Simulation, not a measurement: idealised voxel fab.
Title: Process Module voxel air gaps
Cross-section cut spans 195 nm and uses square cells 5 nm in size.
Throughout this document, each cross-section is represented as a grid of square cells and is presented as a sequence of bands enumerated from the top downward, where a band comprises one or more rows of cells. Heights first: top, then bottom, in nm. Then materials, left to right, each with a width in nm. "everywhere" on a single material: fills the band edge to edge. "air": empty space. Beneath 0, the wafer as received is one material, and that level is where height counting begins. The lowest band goes on downward without a bottom; it is written like "from 0 down". A two-number width, for instance "30 to 40", indicates that the width is equal to the first number in the top row of the band and to the second number in the bottom row, and that it changes by a constant amount per row of cells. A step reported as "nothing different" is a step in which no cell of the cross-section changed. This entry, "Tabulated closed voids", enumerates those empty regions of no fewer than 8 cells that possess no open connection to the top. Each region is reported in the form width x height at distance, the distance being taken from the left edge, with all three quantities expressed in nm. Whatever follows a step's settings on its line is a remark the simulator itself makes about that step. The optional step-line setting "overlay nm" applies to steps with a mask and quantifies how far to the right of its planned location the mask lay, a negative value indicating leftward placement.
# The following list gives the planned process steps
1: RECEIVE,material Si
2: CONFORMAL_DEP,material SiO2,thk nm 10
3: CONFORMAL_DEP,material SiN,thk nm 5
4: DIRECTIONAL_DEP,material lowk,thk nm 35
5: DIRECTIONAL_DEP,material aC,thk nm 15
6: PATTERN,tone open,mask id LINES,material resist,width nm 15,pitch nm 45,thk nm 30,overlay nm 0
7: DIRECTIONAL_ETCH,etch materials aC,depth nm 15
8: STRIP,etch materials resist
9: DIRECTIONAL_ETCH,etch materials lowk,depth nm 35
10: STRIP,etch materials aC
11: CONFORMAL_DEP,material TiN,thk nm 5
12: FILL_DEP,material Cu,thk nm 5
13: CMP,height nm 50
14: EPI,material Ru,thk nm 10
15: SELECTIVE_ETCH,etch materials lowk,depth nm 45
16: CONFORMAL_DEP,material SiN,thk nm 5
# As received (post step 1): cross-section
	from 0 down  Si everywhere
	Tabulated closed voids: none
# One mistake in running the module, otherwise start and plan as above: cross-section at the end
	from 65 to 60  air (30) / SiN (140) / air (25)
	from 60 to 50  air (30) / SiN (5) / Ru (40) / SiN (5) / Ru (40) / SiN (5) / Ru (40) / SiN (5) / air (25)
	from 50 to 45  air (30) / SiN (15) / TiN (5) / Cu (10) / TiN (5) / SiN (25) / TiN (5) / Cu (10) / TiN (5) / SiN (25) / TiN (5) / Cu (10) / TiN (5) / SiN (15) / air (25)
	from 45 to 20  air (40) / SiN (5) / TiN (5) / Cu (10) / TiN (5) / SiN (5) / air (15) / SiN (5) / TiN (5) / Cu (10) / TiN (5) / SiN (5) / air (15) / SiN (5) / TiN (5) / Cu (10) / TiN (5) / SiN (5) / air (35)
	from 20 to 15  SiN (45) / TiN (20) / SiN (25) / TiN (20) / SiN (25) / TiN (20) / SiN (40)
	from 15 to 10  SiN everywhere
	from 10 to 0  SiO2 everywhere
	from 0 down  Si everywhere
	Tabulated closed voids: 15 x 25 at 70; 15 x 25 at 115
Plan not followed: not per plan at step 6, really ran PATTERN,tone open,mask id LINES,material resist,width nm 20,pitch nm 45,thk nm 30,overlay nm 0
